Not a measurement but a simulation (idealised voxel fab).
process module | voxel ribs on slabs
cross-section cut | 265 nm wide | cells 5 nm
A cross-section is a grid of square cells, given in bands from the top down. A band is one or more rows of cells.
Each band's line starts with the height of the band's top and of its bottom, in nm. Then come its materials from left to right, each with its width in nm. One material with "throughout" fills the band from edge to edge. "air" is empty space.
Height 0 is the level under which the wafer as received is all one material. The lowest band goes on downwards, as in "0 down".
A width such as "30 to 40" changes by the same amount from each row of cells to the next, from the band's top row to its bottom row.
"no change" after a step means that no cell of the cross-section changed.
closed voids: empty space of 8 cells or more with no open way to the top, each as width x height at its distance from the left edge, in nm
after a step's settings: what the simulator itself notes on the step
overlay nm, on a step with a mask: how far to the right of its planned place the mask lay; to the left if negative
plan
1 op RECEIVE | material Si
2 op DIRECTIONAL_DEP | material SiO2 | thk nm 20
3 op DIRECTIONAL_DEP | material polySi | thk nm 20
4 op PATTERN | tone cover | mask id RIB | material resist | width nm 30 | thk nm 15 | overlay nm 0
5 op DIRECTIONAL_ETCH | etch materials polySi | depth nm 5
6 op STRIP | etch materials resist
7 op PATTERN | tone cover | mask id SLAB | material resist | width nm 90 | thk nm 20 | overlay nm 0
8 op DIRECTIONAL_ETCH | etch materials polySi | depth nm 15
9 op STRIP | etch materials resist
10 op FILL_DEP | material SiO2 | thk nm 30
11 op CMP | height nm 60
12 op DIRECTIONAL_DEP | material TiN | thk nm 10
13 op PATTERN | tone cover | mask id HEATER | material resist | width nm 40 | thk nm 15 | overlay nm 0
14 op DIRECTIONAL_ETCH | etch materials TiN | depth nm 10
15 op STRIP | etch materials resist
16 op CONFORMAL_DEP | material SiN | thk nm 5
as received, after step 1
  0 down: Si throughout
  closed voids: none
first wafer at the end, as planned
  75 to 70: air 105 | SiN 50 | air 110
  70 to 65: air 105 | SiN 5 | TiN 40 | SiN 5 | air 110
  65 to 60: SiN 110 | TiN 40 | SiN 115
  60 to 40: SiO2 throughout
  40 to 35: SiO2 115 | polySi 30 | SiO2 120
  35 to 20: SiO2 85 | polySi 90 | SiO2 90
  20 to 0: SiO2 throughout
  0 down: Si throughout
  closed voids: none
second wafer at the end: like start, like plan, one mistake
  75 to 70: SiN 115 | air 30 | SiN 120
  70 to 65: TiN 110 | SiN 5 | air 30 | SiN 5 | TiN 115
  65 to 60: TiN 110 | SiN 40 | TiN 115
  60 to 40: SiO2 throughout
  40 to 35: SiO2 115 | polySi 30 | SiO2 120
  35 to 20: SiO2 85 | polySi 90 | SiO2 90
  20 to 0: SiO2 throughout
  0 down: Si throughout
  closed voids: none
what went wrong: step 13 ran as: op PATTERN | tone open | mask id HEATER | material resist | width nm 40 | thk nm 15 | overlay nm 0
at the end the second wafer has, in cells: 74 more of TiN
